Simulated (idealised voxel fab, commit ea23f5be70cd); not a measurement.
The document below concerns the process module designated voxel spacer lines.
Section cut is 215 nm wide and gridded with 5 nm square cells.
Each cross-section below is a grid of square cells, stated as bands in top-down order, with one or more rows of cells making up each band.
Heads up on the band format: heights come first, top then bottom, in nm. After that it's the materials left to right, each with its width in nm. A single material flagged "throughout" fills the whole band edge to edge, and "blank" means there's empty space there.
Where do heights start? At 0: under that level the wafer as delivered is made of one material only. And the lowest band has no floor; it just carries on downward, as in "z 0 and below".
Quick explanation for "30 to 40": the width changes in equal steps down the rows of cells, from the first number in the band's top row to the second number in its bottom row.
Take "nothing was modified" at face value: in the step it is given for, the cross-section changed in none of its cells.
Closed-off voids of 8+ cells (no open route to the top) go in "Trapped cavities", written width x height at distance from the left edge, in nm.
On a step's line, text after the settings is the simulator commenting on that step.
The line of a step may include "overlay nm". On a step with a mask, this value is how far to the right of its planned place the mask lay. A negative value means the mask lay to the left.

This section lists the process steps that were planned:
- 1: RECEIVE with material Si
- 2: CONFORMAL_DEP with material Al2O3, thk nm 10
- 3: DIRECTIONAL_DEP with material SiN, thk nm 15
- 4: DIRECTIONAL_DEP with material polySi, thk nm 30
- 5: PATTERN with tone cover, mask id MANDREL, material resist, width nm 20, pitch nm 60, thk nm 35, overlay nm 0
- 6: DIRECTIONAL_ETCH with etch materials polySi, depth nm 30
- 7: STRIP with etch materials resist
- 8: CONFORMAL_DEP with material SiO2, thk nm 10
- 9: DIRECTIONAL_ETCH with etch materials SiO2, depth nm 10
- 10: STRIP with etch materials polySi
- 11: DIRECTIONAL_ETCH with etch materials SiN, depth nm 15
- 12: STRIP with etch materials SiO2

As received (post step 1): cross-section:
  z 0 and below | Si throughout
  Trapped cavities: none

Final wafer profile in cross-section after the module, from the same start and plan as above, with one mistake made during processing:
  z 25 to 10 | 55 blank / 10 SiN / 20 blank / 10 SiN / 20 blank / 10 SiN / 20 blank / 10 SiN / 60 blank
  z 10 to 0 | polySi throughout
  z 0 and below | Si throughout
  Trapped cavities: none
The mistake made against the process plan was this: step 2 ran with different settings than intended, the actual operation and settings being CONFORMAL_DEP with material polySi, thk nm 10
